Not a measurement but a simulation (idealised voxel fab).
The process module presented herein is designated voxel transistor to metal.
190 nm wide, 5 nm square cells: that's cross-section cut.
We lay out every cross-section as a grid of square cells and spell it out in bands from the top down, where one band means one or more rows of cells. The band entry comprises the height of the band's top followed by the height of its bottom, expressed in nm, and subsequently the band's materials from left to right, each stated together with its width in nm. Where a single material is marked with the word "everywhere", that material fills the band from edge to edge. The word "empty" represents empty space. Ref level 0: as-received wafer is one material below here. Bottom band extends down with no lower bound ("z 0 and below"). A two-number width, for instance "30..40", indicates that the width is equal to the first number in the top row of the band and to the second number in the bottom row, and that it changes by a constant amount per row of cells. Basically "no change" means that step didn't change any cell in the cross-section. For the entry "Entrapped void list", the listed items are empty spaces with no open way to the top whose size is 8 cells or more; each item follows the pattern width x height at distance, where distance is from the left edge and all three are in nm. That trailing text on a step's line, after the settings, is the simulator's own remark on the step. Among the settings permitted on a step's line is "overlay nm"; applied to a step with a mask, it specifies the extent to which the mask lay to the right of its planned position, whereas a negative figure signifies a position to the left.

### Process steps (planned)
| 1 | RECEIVE, material Si |
| 2 | CONFORMAL_DEP, material SiO2, thk nm 5 |
| 3 | CONFORMAL_DEP, material SiN, thk nm 10 |
| 4 | DIRECTIONAL_DEP, material aC, thk nm 10 |
| 5 | PATTERN, tone cover, mask id ACTIVE, material resist, width nm 85, thk nm 30, overlay nm 0 |
| 6 | DIRECTIONAL_ETCH, etch materials aC, depth nm 10 |
| 7 | STRIP, etch materials resist |
| 8 | DIRECTIONAL_ETCH, etch materials SiN, depth nm 10 |
| 9 | DIRECTIONAL_ETCH, etch materials SiO2, depth nm 5 |
| 10 | DIRECTIONAL_ETCH, etch materials Si, depth nm 30 |
| 11 | STRIP, etch materials aC |
| 12 | FILL_DEP, material SiO2, thk nm 10 |
| 13 | CMP, height nm 15 |
| 14 | SELECTIVE_ETCH, etch materials SiO2, depth nm 5 |
| 15 | STRIP, etch materials SiN |
| 16 | SELECTIVE_ETCH, etch materials SiO2, depth nm 5 |
| 17 | OXIDIZE, depth nm 5 |
| 18 | DIRECTIONAL_DEP, material polySi, thk nm 25 |
| 19 | DIRECTIONAL_DEP, material SiCN, thk nm 15 |
| 20 | MASKED_ETCH, tone cover, mask id GATE, width nm 15, etch materials SiCN, depth nm 25, overlay nm 0 |
| 21 | MASKED_ETCH, tone cover, mask id GATE, width nm 15, etch materials polySi, depth nm 35, overlay nm 0 |
| 22 | CONFORMAL_DEP, material SiN, thk nm 5 |
| 23 | DIRECTIONAL_ETCH, etch materials SiN, depth nm 5 |
| 24 | DIRECTIONAL_ETCH, etch materials SiO2, depth nm 5 |
| 25 | EPI, material nSi, thk nm 5 |
| 26 | FILL_DEP, material SiO2, thk nm 10 |
| 27 | CMP, height nm 40 |
| 28 | DIRECTIONAL_DEP, material SiO2, thk nm 10 |
| 29 | DIRECTIONAL_DEP, material aC, thk nm 10 |
| 30 | PATTERN, tone open, mask id CONTACT, material resist, width nm 25, pitch nm 50, thk nm 30, overlay nm 0 |
| 31 | DIRECTIONAL_ETCH, etch materials aC, depth nm 10 |
| 32 | STRIP, etch materials resist |
| 33 | DIRECTIONAL_ETCH, etch materials SiO2, depth nm 50 |
| 34 | STRIP, etch materials aC |
| 35 | CONFORMAL_DEP, material TiN, thk nm 5 |
| 36 | FILL_DEP, material W, thk nm 5 |
| 37 | CMP, height nm 40 |
| 38 | CONFORMAL_DEP, material SiN, thk nm 5 |
| 39 | DIRECTIONAL_DEP, material lowk, thk nm 25 |
| 40 | PATTERN, tone open, mask id METAL_1, material resist, width nm 15, pitch nm 60, thk nm 20, overlay nm 0 |
| 41 | DIRECTIONAL_ETCH, etch materials lowk, depth nm 25 |
| 42 | DIRECTIONAL_ETCH, etch materials SiN, depth nm 5 |
| 43 | STRIP, etch materials resist |
| 44 | CONFORMAL_DEP, material TiN, thk nm 5 |
| 45 | FILL_DEP, material Ru, thk nm 5 |
| 46 | CMP, height nm 80 |
| 47 | CONFORMAL_DEP, material SiCN, thk nm 5 |
What sets these wafers apart? The height nm at step 37. They all start alike, and the plan carries the first wafer's value.

### Step 1 complete: as-received cross-section of the first of several wafers
	z 0 and below | Si everywhere
	Entrapped void list: none

### Quick key for the table: a row per wafer, taken at the end of the module. For each material it tells you how many cells the wafer gained (+) or lost (-) since it came in, and the closed voids come after
height nm 40, +50 Ru, -143 Si, +47 SiCN, +50 SiN, +313 SiO2, +100 TiN, +42 W, +160 lowk, +12 nSi, +15 polySi, Entrapped void list: none
height nm 45, +12 Ru, -143 Si, +47 SiCN, +50 SiN, +341 SiO2, +104 TiN, +48 W, +160 lowk, +12 nSi, +15 polySi, Entrapped void list: none
height nm 50, +10 Ru, -143 Si, +47 SiCN, +50 SiN, +369 SiO2, +72 TiN, +54 W, +160 lowk, +12 nSi, +15 polySi, Entrapped void list: none
height nm 55, +8 Ru, -143 Si, +47 SiCN, +50 SiN, +369 SiO2, +100 TiN, +60 W, +128 lowk, +12 nSi, +15 polySi, Entrapped void list: none
height nm 60, +6 Ru, -143 Si, +47 SiCN, +50 SiN, +369 SiO2, +96 TiN, +98 W, +96 lowk, +12 nSi, +15 polySi, Entrapped void list: none
